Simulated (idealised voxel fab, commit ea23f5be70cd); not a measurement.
Title: Process Module voxel quadruple lines
cross-section cut | 230 nm wide | cells 5 nm
If you're reading a cross-section in this doc, picture square cells in a grid; it comes to you as bands, top ones listed first down to the bottom, and a band can be one or more rows of cells.
Band entry format. Leading values: height of top, height of bottom, nm. Remainder: materials in left-to-right order, each with its width in nm. Special words: "edge to edge" on a single material, which then fills the band edge to edge; "air", empty space.
Heads up on the height convention: 0 is the point under which the incoming wafer is all one material, and the lowest band has no bottom, it just keeps going down, like "from 0 down".
The notation "30..40" denotes a width that varies across the rows of cells in the band, beginning at the first number in the top row, finishing at the second number in the bottom row, and changing by an identical amount from each row to the next.
Take "no change occurred" at face value: in the step it is given for, the cross-section changed in none of its cells.
"Fully sealed voids" lists enclosed empty spaces (at least 8 cells, no open path upward to the top), each as width x height at distance from the left edge, in nm.
If you see something after the settings on a step's line, that's the simulator's own remark about that step.
"overlay nm" answers the question of how far to the right of plan the mask lay on a step that has a mask, and when it is negative the answer is to the left.

Plan:
| 1 | RECEIVE, material Si |
| 2 | CONFORMAL_DEP, material SiO2, thk nm 5 |
| 3 | DIRECTIONAL_DEP, material W, thk nm 15 |
| 4 | DIRECTIONAL_DEP, material polySi, thk nm 20 |
| 5 | DIRECTIONAL_DEP, material aC, thk nm 20 |
| 6 | PATTERN, tone cover, mask id MANDREL, material resist, width nm 30, pitch nm 80, thk nm 25, overlay nm 0 |
| 7 | DIRECTIONAL_ETCH, etch materials aC, depth nm 20 |
| 8 | STRIP, etch materials resist |
| 9 | CONFORMAL_DEP, material SiO2, thk nm 10 |
| 10 | DIRECTIONAL_ETCH, etch materials SiO2, depth nm 10 |
| 11 | STRIP, etch materials aC |
| 12 | DIRECTIONAL_ETCH, etch materials polySi, depth nm 20 |
| 13 | STRIP, etch materials SiO2 |
| 14 | CONFORMAL_DEP, material SiCN, thk nm 10 |
| 15 | DIRECTIONAL_ETCH, etch materials SiCN, depth nm 10 |
| 16 | STRIP, etch materials polySi |
| 17 | DIRECTIONAL_ETCH, etch materials W, depth nm 15 |
| 18 | STRIP, etch materials SiCN |
| 19 | FILL_DEP, material SiO2, thk nm 5 |
| 20 | CMP, height nm 20 |

Shown in cross-section is the wafer as received, that is, as it stands after step 1:
    from 0 down  Si edge to edge
    Fully sealed voids: none

Below is the wafer in cross-section after the module was completed. It began from the starting point shown above and followed the plan shown above, except that one mistake was made while running it:
    from 20 to 5  SiO2 (50); W (10); SiO2 (10); W (10); SiO2 (10); W (10); SiO2 (10); W (10); SiO2 (10); W (10); SiO2 (10); W (10); SiO2 (10); W (10); SiO2 (10); W (10); SiO2 (30)
    from 5 to 0  SiO2 edge to edge
    from 0 down  Si edge to edge
    Fully sealed voids: none
Here's what went sideways: rather than as planned, step 6 actually ran as PATTERN, tone cover, mask id MANDREL, material resist, width nm 30, pitch nm 80, thk nm 25, overlay nm 10
